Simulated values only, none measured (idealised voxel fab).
Process module in this document: voxel ribs on slabs
Displayed cross-section: cut, width of 230 nm, square cells sized 5 nm.
In what follows, cross-sections appear as grids of square cells, described through bands that run from the top down, where every band is one or more rows of cells. Basically the band line says how high the top is and how high the bottom is, in nm, and then what's in it from left to right, every material with its width in nm. Empty space shows up as "blank", and if a single material carries "all across" it runs the full band edge to edge. Heights are measured from 0, the level below which the as-received wafer is all one material; the lowest band has no bottom and continues downward, written as in "z 0 and below". A width such as "30..40" changes by the same amount from each row of cells to the next, from the band's top row to its bottom row. A step reported as "remains unaltered" is a step in which no cell of the cross-section changed. "Encapsulated voids": sealed empty spaces, 8 cells or more, no open way to top, listed width x height at distance, with distance from the left edge and width, height and distance in nm. On each step's line, the part that comes after the settings is the simulator's own comment on the step. overlay nm: on a step with a mask, how far right of its planned place the mask lay; negative means left.
The following list gives the planned process steps:
1,RECEIVE: material Si
2,DIRECTIONAL_DEP: material SiO2, thk nm 25
3,DIRECTIONAL_DEP: material polySi, thk nm 15
4,PATTERN: tone cover, mask id RIB, material resist, width nm 25, thk nm 15, overlay nm 0
5,DIRECTIONAL_ETCH: etch materials polySi, depth nm 10
6,STRIP: etch materials resist
7,DIRECTIONAL_DEP: material aC, thk nm 15
8,PATTERN: tone cover, mask id SLAB, material resist, width nm 85, thk nm 30, overlay nm 0
9,DIRECTIONAL_ETCH: etch materials aC, depth nm 15
10,STRIP: etch materials resist
11,DIRECTIONAL_ETCH: etch materials polySi, depth nm 5
12,STRIP: etch materials aC
13,FILL_DEP: material SiO2, thk nm 20
14,CMP: height nm 50
15,DIRECTIONAL_DEP: material TiN, thk nm 10
16,PATTERN: tone cover, mask id HEATER, material resist, width nm 35, thk nm 15, overlay nm 0
17,DIRECTIONAL_ETCH: etch materials TiN, depth nm 10
18,STRIP: etch materials resist
19,CONFORMAL_DEP: material SiN, thk nm 10
Cross-section of the wafer as it came to us, i.e., already through step 1:
* z 0 and below: Si all across
* Encapsulated voids: none
First of two wafers at the end of the module, shown in cross-section; run carried out as planned:
* z 70 to 60: blank: 85  SiN: 55  blank: 90
* z 60 to 50: SiN: 95  TiN: 35  SiN: 100
* z 50 to 40: SiO2 all across
* z 40 to 30: SiO2: 100  polySi: 25  SiO2: 105
* z 30 to 25: SiO2: 70  polySi: 85  SiO2: 75
* z 25 to 0: SiO2 all across
* z 0 and below: Si all across
* Encapsulated voids: none
Wafer two, sectioned after the module: the first wafer's start, the first wafer's plan, and one mistake in how it was run:
* z 70 to 60: blank: 85  SiN: 55  blank: 90
* z 60 to 50: SiN: 95  TiN: 35  SiN: 100
* z 50 to 40: SiO2 all across
* z 40 to 30: SiO2: 95  polySi: 25  SiO2: 110
* z 30 to 25: SiO2: 70  polySi: 85  SiO2: 75
* z 25 to 0: SiO2 all across
* z 0 and below: Si all across
* Encapsulated voids: none
The mistake made against the process plan was this: planned and actual differ for step 4; actual: PATTERN: tone cover, mask id RIB, material resist, width nm 25, thk nm 15, overlay nm -5
Heads up: at the end the two wafers have identical cell counts per material, they're just laid out differently.
